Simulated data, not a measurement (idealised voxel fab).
The name of this process module is voxel air gaps.
Each square cell in cross-section cut measures 5 nm, and the section as a whole is 240 nm wide.
Square cells in a grid make up a cross-section in this document, and the grid is given as bands, listed from the top down, each one or more rows of cells.
Per band: top height and bottom height in nm, followed by the left-to-right materials and their widths in nm; "full width" marks a single material spanning edge to edge, "air" marks empty space.
Convention: height 0 is the level below which the wafer, as received, is all one material. The lowest band does not terminate at the bottom but continues downward, represented as "0 nm and below".
A two-number width, for instance "30 to 40", indicates that the width is equal to the first number in the top row of the band and to the second number in the bottom row, and that it changes by a constant amount per row of cells.
A step reported as "no change occurred" is a step in which no cell of the cross-section changed.
"Closed void roster" lists enclosed empty spaces (at least 8 cells, no open path upward to the top), each as width x height at distance from the left edge, in nm.
Step line, after settings: the simulator's comment on this step.
Regarding "overlay nm": on a step with a mask, it is the distance the mask lay to the right of its planned place; a negative value places it to the left.
Process steps foreseen in the plan
| 1 | op RECEIVE | material Si |
| 2 | op CONFORMAL_DEP | material SiO2 | thk nm 15 |
| 3 | op CONFORMAL_DEP | material SiCN | thk nm 5 |
| 4 | op DIRECTIONAL_DEP | material lowk | thk nm 30 |
| 5 | op PATTERN | tone open | mask id LINES | material resist | width nm 15 | pitch nm 45 | thk nm 20 | overlay nm 0 |
| 6 | op DIRECTIONAL_ETCH | etch materials lowk | depth nm 30 |
| 7 | op STRIP | etch materials resist |
| 8 | op CONFORMAL_DEP | material TiN | thk nm 5 |
| 9 | op FILL_DEP | material Cu | thk nm 10 |
| 10 | op CMP | height nm 50 |
| 11 | op EPI | material Ru | thk nm 10 |
| 12 | op SELECTIVE_ETCH | etch materials lowk | depth nm 40 |
| 13 | op CONFORMAL_DEP | material SiCN | thk nm 5 |
Below: the first of two wafers, run as planned
Delivered wafer in cross-section: state after step 1
* 0 nm and below  Si full width
* Closed void roster: none
Sectional view: wafer, after step 2
* 15 nm to 0 nm  SiO2 full width
* below 0: unchanged
Sectional view: wafer, after step 3
* 20 nm to 15 nm  SiCN full width
* below 15: unchanged
Sectional view: wafer, after step 4
* 50 nm to 20 nm  lowk full width
* below 20: unchanged
Sectional view: wafer, after step 5
* 70 nm to 50 nm  65 resist, then 15 air, then 30 resist, then 15 air, then 30 resist, then 15 air, then 70 resist
* below 50: unchanged
Sectional view: wafer, after step 6
* 70 nm to 50 nm  65 resist, then 15 air, then 30 resist, then 15 air, then 30 resist, then 15 air, then 70 resist
* 50 nm to 20 nm  65 lowk, then 15 air, then 30 lowk, then 15 air, then 30 lowk, then 15 air, then 70 lowk
* below 20: unchanged
Sectional view: wafer, after step 7
* 50 nm to 20 nm  65 lowk, then 15 air, then 30 lowk, then 15 air, then 30 lowk, then 15 air, then 70 lowk
* below 20: unchanged
Sectional view: wafer, after step 8
* 55 nm to 50 nm  70 TiN, then 5 air, then 40 TiN, then 5 air, then 40 TiN, then 5 air, then 75 TiN
* 50 nm to 25 nm  65 lowk, then 5 TiN, then 5 air, then 5 TiN, then 30 lowk, then 5 TiN, then 5 air, then 5 TiN, then 30 lowk, then 5 TiN, then 5 air, then 5 TiN, then 70 lowk
* 25 nm to 20 nm  65 lowk, then 15 TiN, then 30 lowk, then 15 TiN, then 30 lowk, then 15 TiN, then 70 lowk
* below 20: unchanged
Sectional view: wafer, after step 9
* 65 nm to 55 nm  Cu full width
* 55 nm to 50 nm  70 TiN, then 5 Cu, then 40 TiN, then 5 Cu, then 40 TiN, then 5 Cu, then 75 TiN
* 50 nm to 25 nm  65 lowk, then 5 TiN, then 5 Cu, then 5 TiN, then 30 lowk, then 5 TiN, then 5 Cu, then 5 TiN, then 30 lowk, then 5 TiN, then 5 Cu, then 5 TiN, then 70 lowk
* below 25: unchanged
Sectional view: wafer, after step 10
* 50 nm to 25 nm  65 lowk, then 5 TiN, then 5 Cu, then 5 TiN, then 30 lowk, then 5 TiN, then 5 Cu, then 5 TiN, then 30 lowk, then 5 TiN, then 5 Cu, then 5 TiN, then 70 lowk
* below 25: unchanged
Sectional view: wafer, after step 11
* 60 nm to 50 nm  55 air, then 35 Ru, then 10 air, then 35 Ru, then 10 air, then 35 Ru, then 60 air
* below 50: unchanged
Sectional view: wafer, after step 12
* 60 nm to 50 nm  55 air, then 35 Ru, then 10 air, then 35 Ru, then 10 air, then 35 Ru, then 60 air
* 50 nm to 25 nm  65 air, then 5 TiN, then 5 Cu, then 5 TiN, then 30 air, then 5 TiN, then 5 Cu, then 5 TiN, then 30 air, then 5 TiN, then 5 Cu, then 5 TiN, then 70 air
* 25 nm to 20 nm  65 air, then 15 TiN, then 30 air, then 15 TiN, then 30 air, then 15 TiN, then 70 air
* below 20: unchanged
Sectional view: wafer, after step 13
* 65 nm to 60 nm  50 air, then 135 SiCN, then 55 air
* 60 nm to 50 nm  50 air, then 5 SiCN, then 35 Ru, then 10 SiCN, then 35 Ru, then 10 SiCN, then 35 Ru, then 5 SiCN, then 55 air
* 50 nm to 45 nm  50 air, then 15 SiCN, then 5 TiN, then 5 Cu, then 5 TiN, then 30 SiCN, then 5 TiN, then 5 Cu, then 5 TiN, then 30 SiCN, then 5 TiN, then 5 Cu, then 5 TiN, then 15 SiCN, then 55 air
* 45 nm to 25 nm  60 air, then 5 SiCN, then 5 TiN, then 5 Cu, then 5 TiN, then 5 SiCN, then 20 air, then 5 SiCN, then 5 TiN, then 5 Cu, then 5 TiN, then 5 SiCN, then 20 air, then 5 SiCN, then 5 TiN, then 5 Cu, then 5 TiN, then 5 SiCN, then 65 air
* 25 nm to 20 nm  65 SiCN, then 15 TiN, then 30 SiCN, then 15 TiN, then 30 SiCN, then 15 TiN, then 70 SiCN
* below 20: unchanged
* Closed void roster: 20 x 20 at 85; 20 x 20 at 130
The remaining wafer, second of the two, started like the first and was run to the same plan, except that one mistake was made along the way; the two coincide through step 2, inclusive
What the second wafer looks like in cross-section when step 3 should have wrapped up: no change occurred
What the second wafer looks like in cross-section when step 4 should have wrapped up
* 45 nm to 15 nm  lowk full width
* below 15: unchanged
What the second wafer looks like in cross-section when step 5 should have wrapped up
* 65 nm to 45 nm  65 resist, then 15 air, then 30 resist, then 15 air, then 30 resist, then 15 air, then 70 resist
* below 45: unchanged
What the second wafer looks like in cross-section when step 6 should have wrapped up
* 65 nm to 45 nm  65 resist, then 15 air, then 30 resist, then 15 air, then 30 resist, then 15 air, then 70 resist
* 45 nm to 15 nm  65 lowk, then 15 air, then 30 lowk, then 15 air, then 30 lowk, then 15 air, then 70 lowk
* below 15: unchanged
What the second wafer looks like in cross-section when step 7 should have wrapped up
* 45 nm to 15 nm  65 lowk, then 15 air, then 30 lowk, then 15 air, then 30 lowk, then 15 air, then 70 lowk
* below 15: unchanged
What the second wafer looks like in cross-section when step 8 should have wrapped up
* 50 nm to 45 nm  70 TiN, then 5 air, then 40 TiN, then 5 air, then 40 TiN, then 5 air, then 75 TiN
* 45 nm to 20 nm  65 lowk, then 5 TiN, then 5 air, then 5 TiN, then 30 lowk, then 5 TiN, then 5 air, then 5 TiN, then 30 lowk, then 5 TiN, then 5 air, then 5 TiN, then 70 lowk
* 20 nm to 15 nm  65 lowk, then 15 TiN, then 30 lowk, then 15 TiN, then 30 lowk, then 15 TiN, then 70 lowk
* below 15: unchanged
What the second wafer looks like in cross-section when step 9 should have wrapped up
* 60 nm to 50 nm  Cu full width
* 50 nm to 45 nm  70 TiN, then 5 Cu, then 40 TiN, then 5 Cu, then 40 TiN, then 5 Cu, then 75 TiN
* 45 nm to 20 nm  65 lowk, then 5 TiN, then 5 Cu, then 5 TiN, then 30 lowk, then 5 TiN, then 5 Cu, then 5 TiN, then 30 lowk, then 5 TiN, then 5 Cu, then 5 TiN, then 70 lowk
* below 20: unchanged
What the second wafer looks like in cross-section when step 10 should have wrapped up
* 50 nm to 45 nm  70 TiN, then 5 Cu, then 40 TiN, then 5 Cu, then 40 TiN, then 5 Cu, then 75 TiN
* below 45: unchanged
What the second wafer looks like in cross-section when step 11 should have wrapped up
* 60 nm to 50 nm  Ru full width
* below 50: unchanged
What the second wafer looks like in cross-section when step 12 should have wrapped up: no change occurred
What the second wafer looks like in cross-section when step 13 should have wrapped up
* 65 nm to 60 nm  SiCN full width
* below 60: unchanged
What went wrong in running the wafer? step 3 of the plan never got run, it was skipped over
Final comparison by cell count, materials where the second wafer has more or fewer than the first: Cu: 3 more, Ru: 54 more, SiCN: 120 fewer, TiN: 45 more, lowk: 234 more
At the end, the first wafer has 2 closed voids and the second wafer has 0.
